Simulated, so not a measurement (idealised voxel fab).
Process module name: voxel capacitor over wiring
The cross-section on display is named cut; it measures 290 nm wide, and its cells are 5 nm squares.
Cross-sections here: square-cell grids, written as top-down lists of bands, a band being one or more rows of cells. Look at the band entry: it leads with the top's height and the bottom's height in nm. Then it lists the materials left to right, with a width in nm for each. The word "edge to edge" on a single material says that material fills the band edge to edge. The word "empty" is empty space. The reference from which all heights are counted is 0, the level beneath which the as-received wafer is entirely one material; the lowest band, having no lower bound, proceeds downward and is written after the example "0 down". Per-row width for "30 to 40": begins at first number (top row of band), ends at second number (bottom row), increment between rows held constant. Step note "left unchanged" = no cross-section cell changed. This entry, "Enclosed void inventory", enumerates those empty regions of no fewer than 8 cells that possess no open connection to the top. Each region is reported in the form width x height at distance, the distance being taken from the left edge, with all three quantities expressed in nm. Whatever follows a step's settings on its line is a remark the simulator itself makes about that step. overlay nm: mask offset rightward from planned place, masked step; negative means leftward offset.

Set out below are the planned steps of the process
step 1: RECEIVE | material Si
step 2: CONFORMAL_DEP | material SiO2 | thk nm 10
step 3: DIRECTIONAL_DEP | material TiN | thk nm 5
step 4: DIRECTIONAL_DEP | material W | thk nm 25
step 5: MASKED_ETCH | tone cover | mask id METAL_1 | width nm 20 | pitch nm 90 | etch materials W | depth nm 25 | overlay nm 0
step 6: MASKED_ETCH | tone cover | mask id METAL_1 | width nm 20 | pitch nm 90 | etch materials TiN | depth nm 5 | overlay nm 0
step 7: FILL_DEP | material SiO2 | thk nm 10
step 8: CMP | height nm 40
step 9: CONFORMAL_DEP | material SiCN | thk nm 5
step 10: DIRECTIONAL_DEP | material SiO2 | thk nm 20
step 11: MASKED_ETCH | tone open | mask id PLUG_1 | width nm 15 | etch materials SiO2 | depth nm 20 | overlay nm 0
step 12: MASKED_ETCH | tone open | mask id PLUG_1 | width nm 15 | etch materials SiCN | depth nm 5 | overlay nm 0
step 13: EPI | material Ru | thk nm 10
step 14: EPI | material Ru | thk nm 10
step 15: EPI | material Ru | thk nm 5
step 16: DIRECTIONAL_DEP | material TiN | thk nm 10
step 17: DIRECTIONAL_DEP | material HfO2 | thk nm 5
step 18: DIRECTIONAL_DEP | material TiN | thk nm 5
step 19: MASKED_ETCH | tone cover | mask id UPPER_PLATE | width nm 75 | etch materials TiN | depth nm 5 | overlay nm 0
step 20: MASKED_ETCH | tone cover | mask id UPPER_PLATE | width nm 75 | etch materials HfO2 | depth nm 5 | overlay nm 0
step 21: DIRECTIONAL_DEP | material aC | thk nm 15
step 22: PATTERN | tone cover | mask id LOWER_PLATE | material resist | width nm 85 | thk nm 30 | overlay nm 0
step 23: DIRECTIONAL_ETCH | etch materials aC | depth nm 15
step 24: STRIP | etch materials resist
step 25: DIRECTIONAL_ETCH | etch materials TiN | depth nm 10
step 26: STRIP | etch materials aC
step 27: FILL_DEP | material SiO2 | thk nm 15
step 28: CMP | height nm 95
step 29: DIRECTIONAL_DEP | material aC | thk nm 15
step 30: PATTERN | tone open | mask id PLUG_2 | material resist | width nm 15 | thk nm 30 | overlay nm 0
step 31: DIRECTIONAL_ETCH | etch materials aC | depth nm 15
step 32: STRIP | etch materials resist
step 33: DIRECTIONAL_ETCH | etch materials SiO2 | depth nm 10
step 34: STRIP | etch materials aC
step 35: CONFORMAL_DEP | material TiN | thk nm 5
step 36: FILL_DEP | material W | thk nm 5
step 37: CMP | height nm 95
step 38: CONFORMAL_DEP | material SiCN | thk nm 5

As received (post step 1): cross-section
> 0 down  Si edge to edge
> Enclosed void inventory: none

Cross-sectional result after module completion. Note: starting condition and plan are unchanged from above; one processing mistake was made
> 100 to 95  SiCN edge to edge
> 95 to 90  SiO2=95 | TiN=25 | SiO2=170
> 90 to 85  SiO2=95 | HfO2=25 | SiO2=170
> 85 to 80  SiO2=90 | TiN=80 | SiO2=120
> 80 to 75  SiO2=90 | TiN=30 | HfO2=50 | SiO2=120
> 75 to 65  SiO2=85 | Ru=35 | TiN=55 | SiO2=115
> 65 to 45  SiO2=95 | Ru=15 | SiO2=180
> 45 to 40  SiCN=95 | Ru=15 | SiCN=180
> 40 to 15  SiO2=90 | W=20 | SiO2=70 | W=20 | SiO2=90
> 15 to 10  SiO2=90 | TiN=20 | SiO2=70 | TiN=20 | SiO2=90
> 10 to 0  SiO2 edge to edge
> 0 down  Si edge to edge
> Enclosed void inventory: none
Nonconformance to the process plan: one of the like steps 13 and 14 was run twice, and which one is unknowable
